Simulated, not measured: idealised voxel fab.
Presented below is a process module, voxel transistor to metal.
200 nm wide, 5 nm square cells: that's cross-section cut.
We lay out every cross-section as a grid of square cells and spell it out in bands from the top down, where one band means one or more rows of cells.
Basically the band line says how high the top is and how high the bottom is, in nm, and then what's in it from left to right, every material with its width in nm. Empty space shows up as "empty", and if a single material carries "throughout" it runs the full band edge to edge.
Heights are reckoned from 0. Under this level, the received wafer is all of one material. The bottommost band is open-ended downward, for example "0..down".
It should be noted that a width expressed as "30->40" varies in equal increments from row to row of cells within the band, taking the value of the first number at the top row and that of the second number at the bottom row.
When a step is marked "stayed the same", none of the cells in the cross-section changed during that step.
This entry, "Cavities, sealed", enumerates those empty regions of no fewer than 8 cells that possess no open connection to the top. Each region is reported in the form width x height at distance, the distance being taken from the left edge, with all three quantities expressed in nm.
Heads up: the bit after the settings on a step's line is the simulator's remark on that step.
overlay nm: on a step with a mask, how far right of its planned place the mask lay; negative means left.

Set out below are the planned steps of the process:
1) RECEIVE: material Si
2) CONFORMAL_DEP: material SiO2, thk nm 5
3) CONFORMAL_DEP: material SiN, thk nm 15
4) MASKED_ETCH: tone cover, mask id ACTIVE, width nm 85, etch materials SiN, depth nm 15, overlay nm 0
5) MASKED_ETCH: tone cover, mask id ACTIVE, width nm 85, etch materials SiO2, depth nm 5, overlay nm 0
6) MASKED_ETCH: tone cover, mask id ACTIVE, width nm 85, etch materials Si, depth nm 25, overlay nm 0
7) OXIDIZE: depth nm 5
8) FILL_DEP: material SiO2, thk nm 15
9) CMP: height nm 20
10) SELECTIVE_ETCH: etch materials SiO2, depth nm 10
11) STRIP: etch materials SiN
12) SELECTIVE_ETCH: etch materials SiO2, depth nm 5
13) OXIDIZE: depth nm 5
14) DIRECTIONAL_DEP: material polySi, thk nm 30
15) DIRECTIONAL_DEP: material SiCN, thk nm 15
16) DIRECTIONAL_DEP: material aC, thk nm 10
17) PATTERN: tone cover, mask id GATE, material resist, width nm 15, thk nm 25, overlay nm 0
18) DIRECTIONAL_ETCH: etch materials aC, depth nm 10
19) STRIP: etch materials resist
20) DIRECTIONAL_ETCH: etch materials SiCN, depth nm 25
21) DIRECTIONAL_ETCH: etch materials polySi, depth nm 40
22) STRIP: etch materials aC
23) CONFORMAL_DEP: material SiO2, thk nm 5
24) DIRECTIONAL_ETCH: etch materials SiO2, depth nm 5
25) CONFORMAL_DEP: material SiN, thk nm 10
26) DIRECTIONAL_ETCH: etch materials SiN, depth nm 10
27) DIRECTIONAL_ETCH: etch materials SiO2, depth nm 5
28) DIRECTIONAL_ETCH: etch materials Si, depth nm 15
29) EPI: material nSi, thk nm 15
30) FILL_DEP: material SiO2, thk nm 5
31) CMP: height nm 45
32) DIRECTIONAL_DEP: material SiO2, thk nm 10
33) DIRECTIONAL_DEP: material aC, thk nm 10
34) PATTERN: tone open, mask id CONTACT, material resist, width nm 15, pitch nm 60, thk nm 30, overlay nm 0
35) DIRECTIONAL_ETCH: etch materials aC, depth nm 10
36) STRIP: etch materials resist
37) DIRECTIONAL_ETCH: etch materials SiO2, depth nm 45
38) STRIP: etch materials aC
39) CONFORMAL_DEP: material TiN, thk nm 5
40) FILL_DEP: material W, thk nm 10
41) CMP: height nm 55
42) CONFORMAL_DEP: material SiCN, thk nm 5
43) DIRECTIONAL_DEP: material SiO2, thk nm 15
44) PATTERN: tone open, mask id METAL_1, material resist, width nm 15, pitch nm 60, thk nm 15, overlay nm 0
45) DIRECTIONAL_ETCH: etch materials SiO2, depth nm 15
46) DIRECTIONAL_ETCH: etch materials SiCN, depth nm 5
47) STRIP: etch materials resist
48) CONFORMAL_DEP: material TiN, thk nm 5
49) FILL_DEP: material W, thk nm 10
50) CMP: height nm 75
51) CONFORMAL_DEP: material SiCN, thk nm 5
52) DIRECTIONAL_DEP: material SiO2, thk nm 25
53) PATTERN: tone open, mask id METAL_2, material resist, width nm 15, pitch nm 60, thk nm 20, overlay nm 0
54) DIRECTIONAL_ETCH: etch materials SiO2, depth nm 15
55) STRIP: etch materials resist
56) PATTERN: tone open, mask id METAL_2_HOLES, material resist, width nm 15, pitch nm 60, thk nm 20, overlay nm 0
57) DIRECTIONAL_ETCH: etch materials SiO2, depth nm 10
58) DIRECTIONAL_ETCH: etch materials SiCN, depth nm 5
59) STRIP: etch materials resist
60) CONFORMAL_DEP: material TiN, thk nm 5
61) FILL_DEP: material Ru, thk nm 5
62) CMP: height nm 105
63) CONFORMAL_DEP: material SiCN, thk nm 5

First of the two wafers, run per plan:

Wafer cross-section on receipt, i.e. after step 1:
- 0..down: Si throughout
- Cavities, sealed: none

Take a look at the wafer's cross-section after step 2:
- 5..0: SiO2 throughout
- Lower than 0, everything is as it was.

Take a look at the wafer's cross-section after step 3:
- 20..5: SiN throughout
- Lower than 5, everything is as it was.

Take a look at the wafer's cross-section after step 4:
- 20..5: empty (55), then SiN (85), then empty (60)
- Lower than 5, everything is as it was.

Take a look at the wafer's cross-section after step 5:
- 20..5: empty (55), then SiN (85), then empty (60)
- 5..0: empty (55), then SiO2 (85), then empty (60)
- Lower than 0, everything is as it was.

Take a look at the wafer's cross-section after step 6:
- 20..5: empty (55), then SiN (85), then empty (60)
- 5..0: empty (55), then SiO2 (85), then empty (60)
- 0..-25: empty (55), then Si (85), then empty (60)
- Lower than -25, everything is as it was.

Take a look at the wafer's cross-section after step 7:
- 20..5: empty (55), then SiN (85), then empty (60)
- 5..0: empty (55), then SiO2 (85), then empty (60)
- 0..-25: empty (55), then SiO2 (5), then Si (75), then SiO2 (5), then empty (60)
- -25..-30: SiO2 (60), then Si (75), then SiO2 (65)
- Lower than -30, everything is as it was.

Take a look at the wafer's cross-section after step 8:
- 35..20: SiO2 throughout
- 20..5: SiO2 (55), then SiN (85), then SiO2 (60)
- 5..0: SiO2 throughout
- 0..-30: SiO2 (60), then Si (75), then SiO2 (65)
- Lower than -30, everything is as it was.

Take a look at the wafer's cross-section after step 9:
- 20..5: SiO2 (55), then SiN (85), then SiO2 (60)
- Lower than 5, everything is as it was.

Take a look at the wafer's cross-section after step 10:
- 20..10: empty (55), then SiN (85), then empty (60)
- Lower than 10, everything is as it was.

Take a look at the wafer's cross-section after step 11:
- 10..5: SiO2 (55), then empty (85), then SiO2 (60)
- Lower than 5, everything is as it was.

Take a look at the wafer's cross-section after step 12:
- 5..0: SiO2 (50), then empty (95), then SiO2 (55)
- Lower than 0, everything is as it was.

Take a look at the wafer's cross-section after step 13:
- 5..0: SiO2 (50), then empty (95), then SiO2 (55)
- 0..-5: SiO2 throughout
- Lower than -5, everything is as it was.

Take a look at the wafer's cross-section after step 14:
- 35..30: polySi (50), then empty (95), then polySi (55)
- 30..5: polySi throughout
- 5..0: SiO2 (50), then polySi (95), then SiO2 (55)
- Lower than 0, everything is as it was.

Take a look at the wafer's cross-section after step 15:
- 50..45: SiCN (50), then empty (95), then SiCN (55)
- 45..35: SiCN throughout
- 35..30: polySi (50), then SiCN (95), then polySi (55)
- Lower than 30, everything is as it was.

Take a look at the wafer's cross-section after step 16:
- 60..55: aC (50), then empty (95), then aC (55)
- 55..50: aC throughout
- 50..45: SiCN (50), then aC (95), then SiCN (55)
- Lower than 45, everything is as it was.

Take a look at the wafer's cross-section after step 17:
- 85..60: empty (90), then resist (15), then empty (95)
- 60..55: aC (50), then empty (40), then resist (15), then empty (40), then aC (55)
- Lower than 55, everything is as it was.

Take a look at the wafer's cross-section after step 18:
- 75..55: empty (90), then resist (15), then empty (95)
- 55..50: empty (90), then aC (15), then empty (95)
- 50..45: SiCN (50), then empty (40), then aC (15), then empty (40), then SiCN (55)
- Lower than 45, everything is as it was.

Take a look at the wafer's cross-section after step 19:
- 55..50: empty (90), then aC (15), then empty (95)
- Lower than 50, everything is as it was.

Take a look at the wafer's cross-section after step 20:
- 55..45: empty (90), then aC (15), then empty (95)
- 45..35: empty (90), then SiCN (15), then empty (95)
- 35..30: polySi (50), then empty (40), then SiCN (15), then empty (40), then polySi (55)
- Lower than 30, everything is as it was.

Take a look at the wafer's cross-section after step 21:
- 55..45: empty (90), then aC (15), then empty (95)
- 45..30: empty (90), then SiCN (15), then empty (95)
- 30..5: empty (90), then polySi (15), then empty (95)
- 5..0: SiO2 (50), then empty (40), then polySi (15), then empty (40), then SiO2 (55)
- Lower than 0, everything is as it was.

Take a look at the wafer's cross-section after step 22:
- 45..30: empty (90), then SiCN (15), then empty (95)
- Lower than 30, everything is as it was.

Take a look at the wafer's cross-section after step 23:
- 50..45: empty (85), then SiO2 (25), then empty (90)
- 45..30: empty (85), then SiO2 (5), then SiCN (15), then SiO2 (5), then empty (90)
- 30..10: empty (85), then SiO2 (5), then polySi (15), then SiO2 (5), then empty (90)
- 10..5: SiO2 (55), then empty (30), then SiO2 (5), then polySi (15), then SiO2 (5), then empty (30), then SiO2 (60)
- 5..0: SiO2 (90), then polySi (15), then SiO2 (95)
- Lower than 0, everything is as it was.

Take a look at the wafer's cross-section after step 24:
- 45..30: empty (85), then SiO2 (5), then SiCN (15), then SiO2 (5), then empty (90)
- 30..5: empty (85), then SiO2 (5), then polySi (15), then SiO2 (5), then empty (90)
- 5..0: SiO2 (55), then empty (30), then SiO2 (5), then polySi (15), then SiO2 (5), then empty (30), then SiO2 (60)
- Lower than 0, everything is as it was.

Take a look at the wafer's cross-section after step 25:
- 55..45: empty (75), then SiN (45), then empty (80)
- 45..30: empty (75), then SiN (10), then SiO2 (5), then SiCN (15), then SiO2 (5), then SiN (10), then empty (80)
- 30..15: empty (75), then SiN (10), then SiO2 (5), then polySi (15), then SiO2 (5), then SiN (10), then empty (80)
- 15..10: SiN (65), then empty (10), then SiN (10), then SiO2 (5), then polySi (15), then SiO2 (5), then SiN (10), then empty (10), then SiN (70)
- 10..5: SiN (85), then SiO2 (5), then polySi (15), then SiO2 (5), then SiN (90)
- 5..0: SiO2 (55), then SiN (30), then SiO2 (5), then polySi (15), then SiO2 (5), then SiN (30), then SiO2 (60)
- Lower than 0, everything is as it was.

Take a look at the wafer's cross-section after step 26:
- 45..30: empty (75), then SiN (10), then SiO2 (5), then SiCN (15), then SiO2 (5), then SiN (10), then empty (80)
- 30..5: empty (75), then SiN (10), then SiO2 (5), then polySi (15), then SiO2 (5), then SiN (10), then empty (80)
- 5..0: SiO2 (55), then SiN (10), then empty (10), then SiN (10), then SiO2 (5), then polySi (15), then SiO2 (5), then SiN (10), then empty (10), then SiN (10), then SiO2 (60)
- Lower than 0, everything is as it was.

Take a look at the wafer's cross-section after step 27:
- 45..40: empty (75), then SiN (10), then empty (5), then SiCN (15), then empty (5), then SiN (10), then empty (80)
- 40..30: empty (75), then SiN (10), then SiO2 (5), then SiCN (15), then SiO2 (5), then SiN (10), then empty (80)
- 30..5: empty (75), then SiN (10), then SiO2 (5), then polySi (15), then SiO2 (5), then SiN (10), then empty (80)
- 5..0: empty (55), then SiN (10), then empty (10), then SiN (10), then SiO2 (5), then polySi (15), then SiO2 (5), then SiN (10), then empty (10), then SiN (10), then empty (60)
- 0..-5: SiO2 (65), then empty (10), then SiO2 (45), then empty (10), then SiO2 (70)
- Lower than -5, everything is as it was.

Take a look at the wafer's cross-section after step 28:
- 45..40: empty (75), then SiN (10), then empty (5), then SiCN (15), then empty (5), then SiN (10), then empty (80)
- 40..30: empty (75), then SiN (10), then SiO2 (5), then SiCN (15), then SiO2 (5), then SiN (10), then empty (80)
- 30..5: empty (75), then SiN (10), then SiO2 (5), then polySi (15), then SiO2 (5), then SiN (10), then empty (80)
- 5..0: empty (55), then SiN (10), then empty (10), then SiN (10), then SiO2 (5), then polySi (15), then SiO2 (5), then SiN (10), then empty (10), then SiN (10), then empty (60)
- 0..-5: SiO2 (65), then empty (10), then SiO2 (45), then empty (10), then SiO2 (70)
- -5..-20: SiO2 (60), then Si (5), then empty (10), then Si (45), then empty (10), then Si (5), then SiO2 (65)
- Lower than -20, everything is as it was.

Take a look at the wafer's cross-section after step 29:
- 45..40: empty (75), then SiN (10), then empty (5), then SiCN (15), then empty (5), then SiN (10), then empty (80)
- 40..30: empty (75), then SiN (10), then SiO2 (5), then SiCN (15), then SiO2 (5), then SiN (10), then empty (80)
- 30..10: empty (75), then SiN (10), then SiO2 (5), then polySi (15), then SiO2 (5), then SiN (10), then empty (80)
- 10..5: empty (60), then nSi (15), then SiN (10), then SiO2 (5), then polySi (15), then SiO2 (5), then SiN (10), then nSi (15), then empty (65)
- 5..0: empty (55), then SiN (10), then nSi (10), then SiN (10), then SiO2 (5), then polySi (15), then SiO2 (5), then SiN (10), then nSi (10), then SiN (10), then empty (60)
- 0..-5: SiO2 (65), then nSi (10), then SiO2 (45), then nSi (10), then SiO2 (70)
- -5..-20: SiO2 (60), then Si (5), then nSi (10), then Si (45), then nSi (10), then Si (5), then SiO2 (65)
- Lower than -20, everything is as it was.

Take a look at the wafer's cross-section after step 30:
- 50..45: SiO2 throughout
- 45..30: SiO2 (75), then SiN (10), then SiO2 (5), then SiCN (15), then SiO2 (5), then SiN (10), then SiO2 (80)
- 30..10: SiO2 (75), then SiN (10), then SiO2 (5), then polySi (15), then SiO2 (5), then SiN (10), then SiO2 (80)
- 10..5: SiO2 (60), then nSi (15), then SiN (10), then SiO2 (5), then polySi (15), then SiO2 (5), then SiN (10), then nSi (15), then SiO2 (65)
- 5..0: SiO2 (55), then SiN (10), then nSi (10), then SiN (10), then SiO2 (5), then polySi (15), then SiO2 (5), then SiN (10), then nSi (10), then SiN (10), then SiO2 (60)
- Lower than 0, everything is as it was.

Take a look at the wafer's cross-section after step 31:
- 45..30: SiO2 (75), then SiN (10), then SiO2 (5), then SiCN (15), then SiO2 (5), then SiN (10), then SiO2 (80)
- Lower than 30, everything is as it was.

Take a look at the wafer's cross-section after step 32:
- 55..45: SiO2 throughout
- Lower than 45, everything is as it was.

Take a look at the wafer's cross-section after step 33:
- 65..55: aC throughout
- Lower than 55, everything is as it was.

Take a look at the wafer's cross-section after step 34:
- 95..65: resist (60), then empty (15), then resist (45), then empty (15), then resist (65)
- Lower than 65, everything is as it was.

Take a look at the wafer's cross-section after step 35:
- 85..65: resist (60), then empty (15), then resist (45), then empty (15), then resist (65)
- 65..55: aC (60), then empty (15), then aC (45), then empty (15), then aC (65)
- Lower than 55, everything is as it was.

Take a look at the wafer's cross-section after step 36:
- 65..55: aC (60), then empty (15), then aC (45), then empty (15), then aC (65)
- Lower than 55, everything is as it was.

Take a look at the wafer's cross-section after step 37:
- 65..55: aC (60), then empty (15), then aC (45), then empty (15), then aC (65)
- 55..45: SiO2 (60), then empty (15), then SiO2 (45), then empty (15), then SiO2 (65)
- 45..30: SiO2 (60), then empty (15), then SiN (10), then SiO2 (5), then SiCN (15), then SiO2 (5), then SiN (10), then empty (15), then SiO2 (65)
- 30..10: SiO2 (60), then empty (15), then SiN (10), then SiO2 (5), then polySi (15), then SiO2 (5), then SiN (10), then empty (15), then SiO2 (65)
- Lower than 10, everything is as it was.

Take a look at the wafer's cross-section after step 38:
- 55..45: SiO2 (60), then empty (15), then SiO2 (45), then empty (15), then SiO2 (65)
- Lower than 45, everything is as it was.

Take a look at the wafer's cross-section after step 39:
- 60..55: TiN (65), then empty (5), then TiN (55), then empty (5), then TiN (70)
- 55..45: SiO2 (60), then TiN (5), then empty (5), then TiN (5), then SiO2 (45), then TiN (5), then empty (5), then TiN (5), then SiO2 (65)
- 45..30: SiO2 (60), then TiN (5), then empty (5), then TiN (5), then SiN (10), then SiO2 (5), then SiCN (15), then SiO2 (5), then SiN (10), then TiN (5), then empty (5), then TiN (5), then SiO2 (65)
- 30..15: SiO2 (60), then TiN (5), then empty (5), then TiN (5), then SiN (10), then SiO2 (5), then polySi (15), then SiO2 (5), then SiN (10), then TiN (5), then empty (5), then TiN (5), then SiO2 (65)
- 15..10: SiO2 (60), then TiN (15), then SiN (10), then SiO2 (5), then polySi (15), then SiO2 (5), then SiN (10), then TiN (15), then SiO2 (65)
- Lower than 10, everything is as it was.

Take a look at the wafer's cross-section after step 40:
- 70..60: W throughout
- 60..55: TiN (65), then W (5), then TiN (55), then W (5), then TiN (70)
- 55..45: SiO2 (60), then TiN (5), then W (5), then TiN (5), then SiO2 (45), then TiN (5), then W (5), then TiN (5), then SiO2 (65)
- 45..30: SiO2 (60), then TiN (5), then W (5), then TiN (5), then SiN (10), then SiO2 (5), then SiCN (15), then SiO2 (5), then SiN (10), then TiN (5), then W (5), then TiN (5), then SiO2 (65)
- 30..15: SiO2 (60), then TiN (5), then W (5), then TiN (5), then SiN (10), then SiO2 (5), then polySi (15), then SiO2 (5), then SiN (10), then TiN (5), then W (5), then TiN (5), then SiO2 (65)
- Lower than 15, everything is as it was.

Take a look at the wafer's cross-section after step 41:
- 55..45: SiO2 (60), then TiN (5), then W (5), then TiN (5), then SiO2 (45), then TiN (5), then W (5), then TiN (5), then SiO2 (65)
- Lower than 45, everything is as it was.

Take a look at the wafer's cross-section after step 42:
- 60..55: SiCN throughout
- Lower than 55, everything is as it was.

Take a look at the wafer's cross-section after step 43:
- 75..60: SiO2 throughout
- Lower than 60, everything is as it was.

Take a look at the wafer's cross-section after step 44:
- 90..75: resist (60), then empty (15), then resist (45), then empty (15), then resist (65)
- Lower than 75, everything is as it was.

Take a look at the wafer's cross-section after step 45:
- 90..75: resist (60), then empty (15), then resist (45), then empty (15), then resist (65)
- 75..60: SiO2 (60), then empty (15), then SiO2 (45), then empty (15), then SiO2 (65)
- Lower than 60, everything is as it was.

Take a look at the wafer's cross-section after step 46:
- 90..75: resist (60), then empty (15), then resist (45), then empty (15), then resist (65)
- 75..60: SiO2 (60), then empty (15), then SiO2 (45), then empty (15), then SiO2 (65)
- 60..55: SiCN (60), then empty (15), then SiCN (45), then empty (15), then SiCN (65)
- Lower than 55, everything is as it was.

Take a look at the wafer's cross-section after step 47:
- 75..60: SiO2 (60), then empty (15), then SiO2 (45), then empty (15), then SiO2 (65)
- Lower than 60, everything is as it was.

Take a look at the wafer's cross-section after step 48:
- 80..75: TiN (65), then empty (5), then TiN (55), then empty (5), then TiN (70)
- 75..60: SiO2 (60), then TiN (5), then empty (5), then TiN (5), then SiO2 (45), then TiN (5), then empty (5), then TiN (5), then SiO2 (65)
- 60..55: SiCN (60), then TiN (15), then SiCN (45), then TiN (15), then SiCN (65)
- Lower than 55, everything is as it was.

Take a look at the wafer's cross-section after step 49:
- 90..80: W throughout
- 80..75: TiN (65), then W (5), then TiN (55), then W (5), then TiN (70)
- 75..60: SiO2 (60), then TiN (5), then W (5), then TiN (5), then SiO2 (45), then TiN (5), then W (5), then TiN (5), then SiO2 (65)
- Lower than 60, everything is as it was.

Take a look at the wafer's cross-section after step 50:
- 75..60: SiO2 (60), then TiN (5), then W (5), then TiN (5), then SiO2 (45), then TiN (5), then W (5), then TiN (5), then SiO2 (65)
- Lower than 60, everything is as it was.

Take a look at the wafer's cross-section after step 51:
- 80..75: SiCN throughout
- Lower than 75, everything is as it was.

Take a look at the wafer's cross-section after step 52:
- 105..80: SiO2 throughout
- Lower than 80, everything is as it was.

Take a look at the wafer's cross-section after step 53:
- 125..105: resist (60), then empty (15), then resist (45), then empty (15), then resist (65)
- Lower than 105, everything is as it was.

Take a look at the wafer's cross-section after step 54:
- 125..105: resist (60), then empty (15), then resist (45), then empty (15), then resist (65)
- 105..90: SiO2 (60), then empty (15), then SiO2 (45), then empty (15), then SiO2 (65)
- Lower than 90, everything is as it was.

Take a look at the wafer's cross-section after step 55:
- 105..90: SiO2 (60), then empty (15), then SiO2 (45), then empty (15), then SiO2 (65)
- Lower than 90, everything is as it was.

Take a look at the wafer's cross-section after step 56:
- 125..105: resist (60), then empty (15), then resist (45), then empty (15), then resist (65)
- Lower than 105, everything is as it was.

Take a look at the wafer's cross-section after step 57:
- 125..105: resist (60), then empty (15), then resist (45), then empty (15), then resist (65)
- 105..80: SiO2 (60), then empty (15), then SiO2 (45), then empty (15), then SiO2 (65)
- Lower than 80, everything is as it was.

Take a look at the wafer's cross-section after step 58:
- 125..105: resist (60), then empty (15), then resist (45), then empty (15), then resist (65)
- 105..80: SiO2 (60), then empty (15), then SiO2 (45), then empty (15), then SiO2 (65)
- 80..75: SiCN (60), then empty (15), then SiCN (45), then empty (15), then SiCN (65)
- Lower than 75, everything is as it was.

Take a look at the wafer's cross-section after step 59:
- 105..80: SiO2 (60), then empty (15), then SiO2 (45), then empty (15), then SiO2 (65)
- Lower than 80, everything is as it was.

Take a look at the wafer's cross-section after step 60:
- 110..105: TiN (65), then empty (5), then TiN (55), then empty (5), then TiN (70)
- 105..80: SiO2 (60), then TiN (5), then empty (5), then TiN (5), then SiO2 (45), then TiN (5), then empty (5), then TiN (5), then SiO2 (65)
- 80..75: SiCN (60), then TiN (15), then SiCN (45), then TiN (15), then SiCN (65)
- Lower than 75, everything is as it was.

Take a look at the wafer's cross-section after step 61:
- 115..110: Ru throughout
- 110..105: TiN (65), then Ru (5), then TiN (55), then Ru (5), then TiN (70)
- 105..80: SiO2 (60), then TiN (5), then Ru (5), then TiN (5), then SiO2 (45), then TiN (5), then Ru (5), then TiN (5), then SiO2 (65)
- Lower than 80, everything is as it was.

Take a look at the wafer's cross-section after step 62:
- 105..80: SiO2 (60), then TiN (5), then Ru (5), then TiN (5), then SiO2 (45), then TiN (5), then Ru (5), then TiN (5), then SiO2 (65)
- Lower than 80, everything is as it was.

Take a look at the wafer's cross-section after step 63:
- 110..105: SiCN throughout
- Lower than 105, everything is as it was.

Okay, second wafer. Nothing different at the start, nothing different in the plan, just one mistake somewhere in the running. As far as step 43, counting that step, it's the first wafer all over again:

The second wafer cut through, at the time step 44 was supposed to be finished:
- 90..75: resist (55), then empty (25), then resist (35), then empty (25), then resist (60)
- Lower than 75, everything is as it was.

The second wafer cut through, at the time step 45 was supposed to be finished:
- 90..75: resist (55), then empty (25), then resist (35), then empty (25), then resist (60)
- 75..60: SiO2 (55), then empty (25), then SiO2 (35), then empty (25), then SiO2 (60)
- Lower than 60, everything is as it was.

The second wafer cut through, at the time step 46 was supposed to be finished:
- 90..75: resist (55), then empty (25), then resist (35), then empty (25), then resist (60)
- 75..60: SiO2 (55), then empty (25), then SiO2 (35), then empty (25), then SiO2 (60)
- 60..55: SiCN (55), then empty (25), then SiCN (35), then empty (25), then SiCN (60)
- Lower than 55, everything is as it was.

The second wafer cut through, at the time step 47 was supposed to be finished:
- 75..60: SiO2 (55), then empty (25), then SiO2 (35), then empty (25), then SiO2 (60)
- Lower than 60, everything is as it was.

The second wafer cut through, at the time step 48 was supposed to be finished:
- 80..75: TiN (60), then empty (15), then TiN (45), then empty (15), then TiN (65)
- 75..60: SiO2 (55), then TiN (5), then empty (15), then TiN (5), then SiO2 (35), then TiN (5), then empty (15), then TiN (5), then SiO2 (60)
- 60..55: SiCN (55), then TiN (25), then SiCN (35), then TiN (25), then SiCN (60)
- Lower than 55, everything is as it was.

The second wafer cut through, at the time step 49 was supposed to be finished:
- 90..80: W throughout
- 80..75: TiN (60), then W (15), then TiN (45), then W (15), then TiN (65)
- 75..60: SiO2 (55), then TiN (5), then W (15), then TiN (5), then SiO2 (35), then TiN (5), then W (15), then TiN (5), then SiO2 (60)
- Lower than 60, everything is as it was.

The second wafer cut through, at the time step 50 was supposed to be finished:
- 75..60: SiO2 (55), then TiN (5), then W (15), then TiN (5), then SiO2 (35), then TiN (5), then W (15), then TiN (5), then SiO2 (60)
- Lower than 60, everything is as it was.

The second wafer cut through, at the time step 51 was supposed to be finished:
- 80..75: SiCN throughout
- Lower than 75, everything is as it was.

The second wafer cut through, at the time step 52 was supposed to be finished:
- 105..80: SiO2 throughout
- Lower than 80, everything is as it was.

The second wafer cut through, at the time step 53 was supposed to be finished:
- 125..105: resist (60), then empty (15), then resist (45), then empty (15), then resist (65)
- Lower than 105, everything is as it was.

The second wafer cut through, at the time step 54 was supposed to be finished:
- 125..105: resist (60), then empty (15), then resist (45), then empty (15), then resist (65)
- 105..90: SiO2 (60), then empty (15), then SiO2 (45), then empty (15), then SiO2 (65)
- Lower than 90, everything is as it was.

The second wafer cut through, at the time step 55 was supposed to be finished:
- 105..90: SiO2 (60), then empty (15), then SiO2 (45), then empty (15), then SiO2 (65)
- Lower than 90, everything is as it was.

The second wafer cut through, at the time step 56 was supposed to be finished:
- 125..105: resist (60), then empty (15), then resist (45), then empty (15), then resist (65)
- Lower than 105, everything is as it was.

The second wafer cut through, at the time step 57 was supposed to be finished:
- 125..105: resist (60), then empty (15), then resist (45), then empty (15), then resist (65)
- 105..80: SiO2 (60), then empty (15), then SiO2 (45), then empty (15), then SiO2 (65)
- Lower than 80, everything is as it was.

The second wafer cut through, at the time step 58 was supposed to be finished:
- 125..105: resist (60), then empty (15), then resist (45), then empty (15), then resist (65)
- 105..80: SiO2 (60), then empty (15), then SiO2 (45), then empty (15), then SiO2 (65)
- 80..75: SiCN (60), then empty (15), then SiCN (45), then empty (15), then SiCN (65)
- Lower than 75, everything is as it was.

The second wafer cut through, at the time step 59 was supposed to be finished:
- 105..80: SiO2 (60), then empty (15), then SiO2 (45), then empty (15), then SiO2 (65)
- Lower than 80, everything is as it was.

The second wafer cut through, at the time step 60 was supposed to be finished:
- 110..105: TiN (65), then empty (5), then TiN (55), then empty (5), then TiN (70)
- 105..80: SiO2 (60), then TiN (5), then empty (5), then TiN (5), then SiO2 (45), then TiN (5), then empty (5), then TiN (5), then SiO2 (65)
- 80..75: SiCN (60), then TiN (15), then SiCN (45), then TiN (15), then SiCN (65)
- Lower than 75, everything is as it was.

The second wafer cut through, at the time step 61 was supposed to be finished:
- 115..110: Ru throughout
- 110..105: TiN (65), then Ru (5), then TiN (55), then Ru (5), then TiN (70)
- 105..80: SiO2 (60), then TiN (5), then Ru (5), then TiN (5), then SiO2 (45), then TiN (5), then Ru (5), then TiN (5), then SiO2 (65)
- Lower than 80, everything is as it was.

The second wafer cut through, at the time step 62 was supposed to be finished:
- 105..80: SiO2 (60), then TiN (5), then Ru (5), then TiN (5), then SiO2 (45), then TiN (5), then Ru (5), then TiN (5), then SiO2 (65)
- Lower than 80, everything is as it was.

The second wafer cut through, at the time step 63 was supposed to be finished:
- 110..105: SiCN throughout
- Lower than 105, everything is as it was.
What broke from the plan during processing? for step 44, the planned setting was not used; the step was instead run as PATTERN: tone open, mask id METAL_1, material resist, width nm 25, pitch nm 60, thk nm 15, overlay nm 0
at the end the second wafer has, in cells: -4 SiCN, -12 SiO2, +4 TiN, +12 W
